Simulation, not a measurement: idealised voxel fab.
A process module follows: voxel air gaps.
Each square cell in cross-section cut measures 5 nm, and the section as a whole is 240 nm wide.
Notation: cross-section as square-cell grid; stated in bands, top first, going down; one or more cell rows per band. Band: top and bottom heights (nm) first, top before bottom; then materials from left to right, widths in nm. "all across" marks a sole material filling the band edge to edge. "air" denotes empty space. Counting heights begins at 0, where everything beneath is, in the wafer as received, one material. The lowest band has no bottom; it goes on downwards, as "z 0 and below" shows. With a width like "30..40", each row of cells in the band differs from the next by the same amount, the top row carrying the first number and the bottom row the second. Any step labelled "identical to before" changed none of the cells in the cross-section. "Voids, fully enclosed": empty spaces of 8 cells or more with no open way to the top, each given as width x height at distance, distance from the left edge, all in nm. Note: text after step settings on the step line = simulator remark on that step. The setting "overlay nm" may be written on the line of a step. When the step uses a mask, the value reports how far to the right of the planned place the mask lay, and a negative value reports that it lay to the left.

[These are the steps we planned for the process]
1. op RECEIVE | material Si
2. op CONFORMAL_DEP | material SiO2 | thk nm 15
3. op CONFORMAL_DEP | material SiN | thk nm 5
4. op DIRECTIONAL_DEP | material SiO2 | thk nm 35
5. op DIRECTIONAL_DEP | material aC | thk nm 15
6. op PATTERN | tone open | mask id LINES | material resist | width nm 20 | pitch nm 45 | thk nm 35 | overlay nm 0
7. op DIRECTIONAL_ETCH | etch materials aC | depth nm 15
8. op STRIP | etch materials resist
9. op DIRECTIONAL_ETCH | etch materials SiO2 | depth nm 35
10. op STRIP | etch materials aC
11. op CONFORMAL_DEP | material TiN | thk nm 5
12. op FILL_DEP | material Cu | thk nm 5
13. op CMP | height nm 55
14. op EPI | material Ru | thk nm 10
15. op SELECTIVE_ETCH | etch materials SiO2 | depth nm 45
16. op CONFORMAL_DEP | material SiCN | thk nm 5

[Run as planned: first of two wafers]

[Received-state cross-section, reflecting completion of step 1]
    z 0 and below  Si all across
    Voids, fully enclosed: none

[Cross-section: wafer state after step 2]
    z 15 to 0  SiO2 all across
    Lower than 0, everything is as it was.

[Cross-section: wafer state after step 3]
    z 20 to 15  SiN all across
    Lower than 15, everything is as it was.

[Cross-section: wafer state after step 4]
    z 55 to 20  SiO2 all across
    Lower than 20, everything is as it was.

[Cross-section: wafer state after step 5]
    z 70 to 55  aC all across
    Lower than 55, everything is as it was.

[Cross-section: wafer state after step 6]
    z 105 to 70  40 nm resist / 20 nm air / 25 nm resist / 20 nm air / 25 nm resist / 20 nm air / 25 nm resist / 20 nm air / 45 nm resist
    Lower than 70, everything is as it was.

[Cross-section: wafer state after step 7]
    z 90 to 70  40 nm resist / 20 nm air / 25 nm resist / 20 nm air / 25 nm resist / 20 nm air / 25 nm resist / 20 nm air / 45 nm resist
    z 70 to 55  40 nm aC / 20 nm air / 25 nm aC / 20 nm air / 25 nm aC / 20 nm air / 25 nm aC / 20 nm air / 45 nm aC
    Lower than 55, everything is as it was.

[Cross-section: wafer state after step 8]
    z 70 to 55  40 nm aC / 20 nm air / 25 nm aC / 20 nm air / 25 nm aC / 20 nm air / 25 nm aC / 20 nm air / 45 nm aC
    Lower than 55, everything is as it was.

[Cross-section: wafer state after step 9]
    z 70 to 55  40 nm aC / 20 nm air / 25 nm aC / 20 nm air / 25 nm aC / 20 nm air / 25 nm aC / 20 nm air / 45 nm aC
    z 55 to 20  40 nm SiO2 / 20 nm air / 25 nm SiO2 / 20 nm air / 25 nm SiO2 / 20 nm air / 25 nm SiO2 / 20 nm air / 45 nm SiO2
    Lower than 20, everything is as it was.

[Cross-section: wafer state after step 10]
    z 55 to 20  40 nm SiO2 / 20 nm air / 25 nm SiO2 / 20 nm air / 25 nm SiO2 / 20 nm air / 25 nm SiO2 / 20 nm air / 45 nm SiO2
    Lower than 20, everything is as it was.

[Cross-section: wafer state after step 11]
    z 60 to 55  45 nm TiN / 10 nm air / 35 nm TiN / 10 nm air / 35 nm TiN / 10 nm air / 35 nm TiN / 10 nm air / 50 nm TiN
    z 55 to 25  40 nm SiO2 / 5 nm TiN / 10 nm air / 5 nm TiN / 25 nm SiO2 / 5 nm TiN / 10 nm air / 5 nm TiN / 25 nm SiO2 / 5 nm TiN / 10 nm air / 5 nm TiN / 25 nm SiO2 / 5 nm TiN / 10 nm air / 5 nm TiN / 45 nm SiO2
    z 25 to 20  40 nm SiO2 / 20 nm TiN / 25 nm SiO2 / 20 nm TiN / 25 nm SiO2 / 20 nm TiN / 25 nm SiO2 / 20 nm TiN / 45 nm SiO2
    Lower than 20, everything is as it was.

[Cross-section: wafer state after step 12]
    z 65 to 60  Cu all across
    z 60 to 55  45 nm TiN / 10 nm Cu / 35 nm TiN / 10 nm Cu / 35 nm TiN / 10 nm Cu / 35 nm TiN / 10 nm Cu / 50 nm TiN
    z 55 to 25  40 nm SiO2 / 5 nm TiN / 10 nm Cu / 5 nm TiN / 25 nm SiO2 / 5 nm TiN / 10 nm Cu / 5 nm TiN / 25 nm SiO2 / 5 nm TiN / 10 nm Cu / 5 nm TiN / 25 nm SiO2 / 5 nm TiN / 10 nm Cu / 5 nm TiN / 45 nm SiO2
    Lower than 25, everything is as it was.

[Cross-section: wafer state after step 13]
    z 55 to 25  40 nm SiO2 / 5 nm TiN / 10 nm Cu / 5 nm TiN / 25 nm SiO2 / 5 nm TiN / 10 nm Cu / 5 nm TiN / 25 nm SiO2 / 5 nm TiN / 10 nm Cu / 5 nm TiN / 25 nm SiO2 / 5 nm TiN / 10 nm Cu / 5 nm TiN / 45 nm SiO2
    Lower than 25, everything is as it was.

[Cross-section: wafer state after step 14]
    z 65 to 55  30 nm air / 40 nm Ru / 5 nm air / 40 nm Ru / 5 nm air / 40 nm Ru / 5 nm air / 40 nm Ru / 35 nm air
    Lower than 55, everything is as it was.

[Cross-section: wafer state after step 15]
    z 65 to 55  30 nm air / 40 nm Ru / 5 nm air / 40 nm Ru / 5 nm air / 40 nm Ru / 5 nm air / 40 nm Ru / 35 nm air
    z 55 to 25  40 nm air / 5 nm TiN / 10 nm Cu / 5 nm TiN / 25 nm air / 5 nm TiN / 10 nm Cu / 5 nm TiN / 25 nm air / 5 nm TiN / 10 nm Cu / 5 nm TiN / 25 nm air / 5 nm TiN / 10 nm Cu / 5 nm TiN / 45 nm air
    z 25 to 20  40 nm air / 20 nm TiN / 25 nm air / 20 nm TiN / 25 nm air / 20 nm TiN / 25 nm air / 20 nm TiN / 45 nm air
    Lower than 20, everything is as it was.

[Cross-section: wafer state after step 16]
    z 70 to 65  25 nm air / 185 nm SiCN / 30 nm air
    z 65 to 55  25 nm air / 5 nm SiCN / 40 nm Ru / 5 nm SiCN / 40 nm Ru / 5 nm SiCN / 40 nm Ru / 5 nm SiCN / 40 nm Ru / 5 nm SiCN / 30 nm air
    z 55 to 50  25 nm air / 15 nm SiCN / 5 nm TiN / 10 nm Cu / 5 nm TiN / 25 nm SiCN / 5 nm TiN / 10 nm Cu / 5 nm TiN / 25 nm SiCN / 5 nm TiN / 10 nm Cu / 5 nm TiN / 25 nm SiCN / 5 nm TiN / 10 nm Cu / 5 nm TiN / 15 nm SiCN / 30 nm air
    z 50 to 25  35 nm air / 5 nm SiCN / 5 nm TiN / 10 nm Cu / 5 nm TiN / 5 nm SiCN / 15 nm air / 5 nm SiCN / 5 nm TiN / 10 nm Cu / 5 nm TiN / 5 nm SiCN / 15 nm air / 5 nm SiCN / 5 nm TiN / 10 nm Cu / 5 nm TiN / 5 nm SiCN / 15 nm air / 5 nm SiCN / 5 nm TiN / 10 nm Cu / 5 nm TiN / 5 nm SiCN / 40 nm air
    z 25 to 20  40 nm SiCN / 20 nm TiN / 25 nm SiCN / 20 nm TiN / 25 nm SiCN / 20 nm TiN / 25 nm SiCN / 20 nm TiN / 45 nm SiCN
    Lower than 20, everything is as it was.
    Voids, fully enclosed: 15 x 25 at 65; 15 x 25 at 110; 15 x 25 at 155

[Wafer two of two - same starting point, same process plan, one mistake in execution; matches wafer one up to and including step 5]

[Cross-sectional view of the second wafer at the intended end time of process step 6]
    z 105 to 70  40 nm air / 20 nm resist / 25 nm air / 20 nm resist / 25 nm air / 20 nm resist / 25 nm air / 20 nm resist / 45 nm air
    Lower than 70, everything is as it was.

[Cross-sectional view of the second wafer at the intended end time of process step 7]
    z 90 to 70  40 nm air / 20 nm resist / 25 nm air / 20 nm resist / 25 nm air / 20 nm resist / 25 nm air / 20 nm resist / 45 nm air
    z 70 to 55  40 nm air / 20 nm aC / 25 nm air / 20 nm aC / 25 nm air / 20 nm aC / 25 nm air / 20 nm aC / 45 nm air
    Lower than 55, everything is as it was.

[Cross-sectional view of the second wafer at the intended end time of process step 8]
    z 70 to 55  40 nm air / 20 nm aC / 25 nm air / 20 nm aC / 25 nm air / 20 nm aC / 25 nm air / 20 nm aC / 45 nm air
    Lower than 55, everything is as it was.

[Cross-sectional view of the second wafer at the intended end time of process step 9]
    z 70 to 55  40 nm air / 20 nm aC / 25 nm air / 20 nm aC / 25 nm air / 20 nm aC / 25 nm air / 20 nm aC / 45 nm air
    z 55 to 20  40 nm air / 20 nm SiO2 / 25 nm air / 20 nm SiO2 / 25 nm air / 20 nm SiO2 / 25 nm air / 20 nm SiO2 / 45 nm air
    Lower than 20, everything is as it was.

[Cross-sectional view of the second wafer at the intended end time of process step 10]
    z 55 to 20  40 nm air / 20 nm SiO2 / 25 nm air / 20 nm SiO2 / 25 nm air / 20 nm SiO2 / 25 nm air / 20 nm SiO2 / 45 nm air
    Lower than 20, everything is as it was.

[Cross-sectional view of the second wafer at the intended end time of process step 11]
    z 60 to 55  35 nm air / 30 nm TiN / 15 nm air / 30 nm TiN / 15 nm air / 30 nm TiN / 15 nm air / 30 nm TiN / 40 nm air
    z 55 to 25  35 nm air / 5 nm TiN / 20 nm SiO2 / 5 nm TiN / 15 nm air / 5 nm TiN / 20 nm SiO2 / 5 nm TiN / 15 nm air / 5 nm TiN / 20 nm SiO2 / 5 nm TiN / 15 nm air / 5 nm TiN / 20 nm SiO2 / 5 nm TiN / 40 nm air
    z 25 to 20  40 nm TiN / 20 nm SiO2 / 25 nm TiN / 20 nm SiO2 / 25 nm TiN / 20 nm SiO2 / 25 nm TiN / 20 nm SiO2 / 45 nm TiN
    Lower than 20, everything is as it was.

[Cross-sectional view of the second wafer at the intended end time of process step 12]
    z 65 to 60  Cu all across
    z 60 to 55  35 nm Cu / 30 nm TiN / 15 nm Cu / 30 nm TiN / 15 nm Cu / 30 nm TiN / 15 nm Cu / 30 nm TiN / 40 nm Cu
    z 55 to 25  35 nm Cu / 5 nm TiN / 20 nm SiO2 / 5 nm TiN / 15 nm Cu / 5 nm TiN / 20 nm SiO2 / 5 nm TiN / 15 nm Cu / 5 nm TiN / 20 nm SiO2 / 5 nm TiN / 15 nm Cu / 5 nm TiN / 20 nm SiO2 / 5 nm TiN / 40 nm Cu
    Lower than 25, everything is as it was.

[Cross-sectional view of the second wafer at the intended end time of process step 13]
    z 55 to 25  35 nm Cu / 5 nm TiN / 20 nm SiO2 / 5 nm TiN / 15 nm Cu / 5 nm TiN / 20 nm SiO2 / 5 nm TiN / 15 nm Cu / 5 nm TiN / 20 nm SiO2 / 5 nm TiN / 15 nm Cu / 5 nm TiN / 20 nm SiO2 / 5 nm TiN / 40 nm Cu
    Lower than 25, everything is as it was.

[Cross-sectional view of the second wafer at the intended end time of process step 14]
    z 65 to 55  Ru all across
    Lower than 55, everything is as it was.

Cross-sectional view of the second wafer at the intended end time of process step 15: identical to before

[Cross-sectional view of the second wafer at the intended end time of process step 16]
    z 70 to 65  SiCN all across
    Lower than 65, everything is as it was.
Want to know what went wrong? not per plan at step 6, really ran op PATTERN | tone cover | mask id LINES | material resist | width nm 20 | pitch nm 45 | thk nm 35 | overlay nm 0
Final comparison by cell count, materials where the second wafer has more or fewer than the first: +96 Cu | +32 Ru | -92 SiCN | +112 SiO2 | +16 TiN
Upon completion, the first wafer exhibits 3 closed voids and the second wafer exhibits 0.
